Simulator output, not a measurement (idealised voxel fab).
process module | voxel self aligned contacts
cross-section cut | 245 nm wide | cells 5 nm
A cross-section is a grid of square cells, given in bands from the top down. A band is one or more rows of cells.
Each band's line starts with the height of the band's top and of its bottom, in nm. Then come its materials from left to right, each with its width in nm. One material with "throughout" fills the band from edge to edge. "air" is empty space.
Height 0 is the level under which the wafer as received is all one material. The lowest band goes on downwards, as in "0 down".
A width such as "30 to 40" changes by the same amount from each row of cells to the next, from the band's top row to its bottom row.
"no change" after a step means that no cell of the cross-section changed.
closed voids: empty space of 8 cells or more with no open way to the top, each as width x height at its distance from the left edge, in nm
after a step's settings: what the simulator itself notes on the step
overlay nm, on a step with a mask: how far to the right of its planned place the mask lay; to the left if negative
plan
1 op RECEIVE | material Si
2 op CONFORMAL_DEP | material SiO2 | thk nm 5
3 op DIRECTIONAL_DEP | material polySi | thk nm 20
4 op DIRECTIONAL_DEP | material SiN | thk nm 20
5 op DIRECTIONAL_DEP | material aC | thk nm 10
6 op PATTERN | tone cover | mask id GATE | material resist | width nm 25 | pitch nm 55 | thk nm 25 | overlay nm 0
7 op DIRECTIONAL_ETCH | etch materials aC | depth nm 10
8 op STRIP | etch materials resist
9 op DIRECTIONAL_ETCH | etch materials SiN | depth nm 20
10 op DIRECTIONAL_ETCH | etch materials polySi | depth nm 20
11 op STRIP | etch materials aC
12 op CONFORMAL_DEP | material SiN | thk nm 5
13 op DIRECTIONAL_ETCH | etch materials SiN | depth nm 5
14 op FILL_DEP | material SiO2 | thk nm 15
15 op CMP | height nm 55
16 op MASKED_ETCH | tone open | mask id CONTACT | width nm 40 | pitch nm 55 | etch materials SiO2 | depth nm 55 | overlay nm 0
17 op CONFORMAL_DEP | material TiN | thk nm 5
18 op FILL_DEP | material Ru | thk nm 5
19 op CMP | height nm 55
20 op CONFORMAL_DEP | material SiCN | thk nm 5
as received, after step 1
  0 down: Si throughout
  closed voids: none
first wafer at the end, as planned
  60 to 55: SiCN throughout
  55 to 45: SiO2 75 | TiN 5 to 15 | Ru 30 to 10 | TiN 5 to 15 | SiO2 15 | TiN 5 to 15 | Ru 30 to 10 | TiN 5 to 15 | SiO2 75
  45 to 25: SiO2 50 | SiN 35 | TiN 5 | Ru 10 | TiN 5 | SiN 35 | TiN 5 | Ru 10 | TiN 5 | SiN 35 | SiO2 50
  25 to 5: SiO2 50 | SiN 5 | polySi 25 | SiN 5 | TiN 5 | Ru 10 | TiN 5 | SiN 5 | polySi 25 | SiN 5 | TiN 5 | Ru 10 | TiN 5 | SiN 5 | polySi 25 | SiN 5 | SiO2 50
  5 to 0: SiO2 85 | TiN 20 | SiO2 35 | TiN 20 | SiO2 85
  0 down: Si throughout
  closed voids: none
second wafer at the end: like start, like plan, one mistake
  60 to 55: SiCN throughout
  55 to 45: SiO2 75 | TiN 5 to 15 | Ru 30 to 10 | TiN 5 to 15 | SiO2 15 | TiN 5 to 15 | Ru 30 to 10 | TiN 5 to 15 | SiO2 75
  45 to 25: SiO2 50 | SiN 35 | TiN 5 | Ru 10 | TiN 5 | SiN 35 | TiN 5 | Ru 10 | TiN 5 | SiN 35 | SiO2 50
  25 to 20: SiO2 85 | TiN 20 | SiO2 35 | TiN 20 | SiO2 85
  20 to 0: polySi throughout
  0 down: Si throughout
  closed voids: none
what went wrong: steps 2 and 3 were swapped
at the end the second wafer has, in cells: 16 fewer of Ru | 24 fewer of SiN | 80 fewer of SiO2 | 16 fewer of TiN | 136 more of polySi
